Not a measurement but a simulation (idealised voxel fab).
This is a process module. Its name is voxel self aligned vias.
The figure presents cross-section cut, which has a width of 245 nm and is divided into square cells with an edge length of 5 nm.
A cross-section is a grid of square cells, given in bands from the top down. A band is one or more rows of cells.
Band: top and bottom heights (nm) first, top before bottom; then materials from left to right, widths in nm. "full width" marks a sole material filling the band edge to edge. "blank" denotes empty space.
Counting heights begins at 0, where everything beneath is, in the wafer as received, one material. The lowest band has no bottom; it goes on downwards, as "0 down" shows.
Note: "30->40" means the width goes from the first number (top row of the band) to the second number (bottom row) in equal steps per row of cells.
The designation "remained unchanged", where it is given for a processing step, indicates that no cell of the cross-section was altered in the course of that step.
"Closed void table" - sealed voids, min. 8 cells, no opening to top; format: width x height at distance (distance from left edge; nm throughout).
On each step's line, the part that comes after the settings is the simulator's own comment on the step.
A step's line can hold "overlay nm"; with a mask on that step, the setting says how far right of the planned place the mask lay, while a negative setting says it lay to the left.
The planned process steps are enumerated hereunder
| 1 | RECEIVE, material Si |
| 2 | CONFORMAL_DEP, material SiO2, thk nm 10 |
| 3 | CONFORMAL_DEP, material SiCN, thk nm 5 |
| 4 | DIRECTIONAL_DEP, material lowk, thk nm 25 |
| 5 | MASKED_ETCH, tone open, mask id LINES, width nm 25, pitch nm 60, etch materials lowk, depth nm 25, overlay nm 0 |
| 6 | CONFORMAL_DEP, material TiN, thk nm 5 |
| 7 | FILL_DEP, material W, thk nm 5 |
| 8 | CMP, height nm 40 |
| 9 | SELECTIVE_ETCH, etch materials W Ru TiN, depth nm 10 |
| 10 | FILL_DEP, material SiN, thk nm 5 |
| 11 | CMP, height nm 40 |
| 12 | DIRECTIONAL_DEP, material lowk, thk nm 20 |
| 13 | PATTERN, tone open, mask id VIAS, material resist, width nm 45, pitch nm 60, thk nm 20, overlay nm 0 |
| 14 | DIRECTIONAL_ETCH, etch materials lowk, depth nm 20 |
| 15 | DIRECTIONAL_ETCH, etch materials SiN, depth nm 10 |
| 16 | STRIP, etch materials resist |
| 17 | CONFORMAL_DEP, material TiN, thk nm 5 |
| 18 | FILL_DEP, material Ru, thk nm 5 |
| 19 | CMP, height nm 50 |
| 20 | CONFORMAL_DEP, material SiN, thk nm 5 |
Wafers differ in height nm at step 19; plan lists the first wafer's value; identical starting state.
As-received state after step 1, first of several wafers, cross-section
- 0 down = Si full width
- Closed void table: none
Shown in cross-section: the first of several wafers at the end of the module, after its last step, step 20
- 55 to 50 = SiN full width
- 50 to 40 = 70 lowk | 5->15 TiN | 35->15 Ru | 5->15 TiN | 15 lowk | 5->15 TiN | 35->15 Ru | 5->15 TiN | 70 lowk
- 40 to 35 = 80 lowk | 5 TiN | 15 Ru | 5 TiN | 35 lowk | 5 TiN | 15 Ru | 5 TiN | 80 lowk
- 35 to 30 = 80 lowk | 25 TiN | 35 lowk | 25 TiN | 80 lowk
- 30 to 20 = 80 lowk | 5 TiN | 15 W | 5 TiN | 35 lowk | 5 TiN | 15 W | 5 TiN | 80 lowk
- 20 to 15 = 80 lowk | 25 TiN | 35 lowk | 25 TiN | 80 lowk
- 15 to 10 = SiCN full width
- 10 to 0 = SiO2 full width
- 0 down = Si full width
- Closed void table: none
Of the several wafers, the last: cross-section at the end of the module
- 75 to 70 = SiN full width
- 70 to 65 = Ru full width
- 65 to 60 = 75 TiN | 35 Ru | 25 TiN | 35 Ru | 75 TiN
- 60 to 45 = 70 lowk | 5 TiN | 35 Ru | 5 TiN | 15 lowk | 5 TiN | 35 Ru | 5 TiN | 70 lowk
- 45 to 35 = 70->80 lowk | 15->5 TiN | 15 Ru | 15->5 TiN | 15->35 lowk | 15->5 TiN | 15 Ru | 15->5 TiN | 70->80 lowk
- 35 to 30 = 80 lowk | 25 TiN | 35 lowk | 25 TiN | 80 lowk
- 30 to 20 = 80 lowk | 5 TiN | 15 W | 5 TiN | 35 lowk | 5 TiN | 15 W | 5 TiN | 80 lowk
- 20 to 15 = 80 lowk | 25 TiN | 35 lowk | 25 TiN | 80 lowk
- 15 to 10 = SiCN full width
- 10 to 0 = SiO2 full width
- 0 down = Si full width
- Closed void table: none
Per-wafer rows below. For each material: cells gained (+) or lost (-) since the wafer was received, as of end of module. Then: closed voids
height nm 50 | +26 Ru | +49 SiCN | +49 SiN | +98 SiO2 | +48 TiN | +12 W | +257 lowk | Closed void table: none
height nm 55 | +40 Ru | +49 SiCN | +49 SiN | +98 SiO2 | +52 TiN | +12 W | +288 lowk | Closed void table: none
height nm 60 | +54 Ru | +49 SiCN | +49 SiN | +98 SiO2 | +56 TiN | +12 W | +319 lowk | Closed void table: none
height nm 65 | +68 Ru | +49 SiCN | +49 SiN | +98 SiO2 | +91 TiN | +12 W | +319 lowk | Closed void table: none
height nm 70 | +117 Ru | +49 SiCN | +49 SiN | +98 SiO2 | +91 TiN | +12 W | +319 lowk | Closed void table: none
